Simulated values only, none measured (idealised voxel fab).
process module | voxel trench capacitor
cross-section cut | 140 nm wide | cells 5 nm
A cross-section is a grid of square cells, given in bands from the top down. A band is one or more rows of cells.
Each band's line starts with the height of the band's top and of its bottom, in nm. Then come its materials from left to right, each with its width in nm. One material with "throughout" fills the band from edge to edge. "air" is empty space.
Height 0 is the level under which the wafer as received is all one material. The lowest band goes on downwards, as in "0 down".
A width such as "30 to 40" changes by the same amount from each row of cells to the next, from the band's top row to its bottom row.
"no change" after a step means that no cell of the cross-section changed.
closed voids: empty space of 8 cells or more with no open way to the top, each as width x height at its distance from the left edge, in nm
after a step's settings: what the simulator itself notes on the step
overlay nm, on a step with a mask: how far to the right of its planned place the mask lay; to the left if negative
plan
1 op RECEIVE | material Si
2 op CONFORMAL_DEP | material SiN | thk nm 10
3 op DIRECTIONAL_DEP | material aC | thk nm 10
4 op PATTERN | tone open | mask id TRENCH | material resist | width nm 15 | pitch nm 35 | thk nm 25 | overlay nm 0
5 op DIRECTIONAL_ETCH | etch materials aC | depth nm 10
6 op STRIP | etch materials resist
7 op DIRECTIONAL_ETCH | etch materials SiN | depth nm 10
8 op DIRECTIONAL_ETCH | etch materials Si | depth nm 25
9 op STRIP | etch materials aC
10 op CONFORMAL_DEP | material SiO2 | thk nm 5
11 op FILL_DEP | material polySi | thk nm 10
12 op CMP | height nm 10
as received, after step 1
  0 down: Si throughout
  closed voids: none
a wafer at the end: this start, this plan, one mistake
  10 to 0: SiN 25 | SiO2 5 | polySi 5 | SiO2 5 | SiN 20 | SiO2 5 | polySi 5 | SiO2 5 | SiN 20 | SiO2 5 | polySi 5 | SiO2 5 | SiN 30
  0 to -45: Si 25 | SiO2 5 | polySi 5 | SiO2 5 | Si 20 | SiO2 5 | polySi 5 | SiO2 5 | Si 20 | SiO2 5 | polySi 5 | SiO2 5 | Si 30
  -45 to -50: Si 25 | SiO2 15 | Si 20 | SiO2 15 | Si 20 | SiO2 15 | Si 30
  -50 down: Si throughout
  closed voids: none
what went wrong: step 8 was run twice
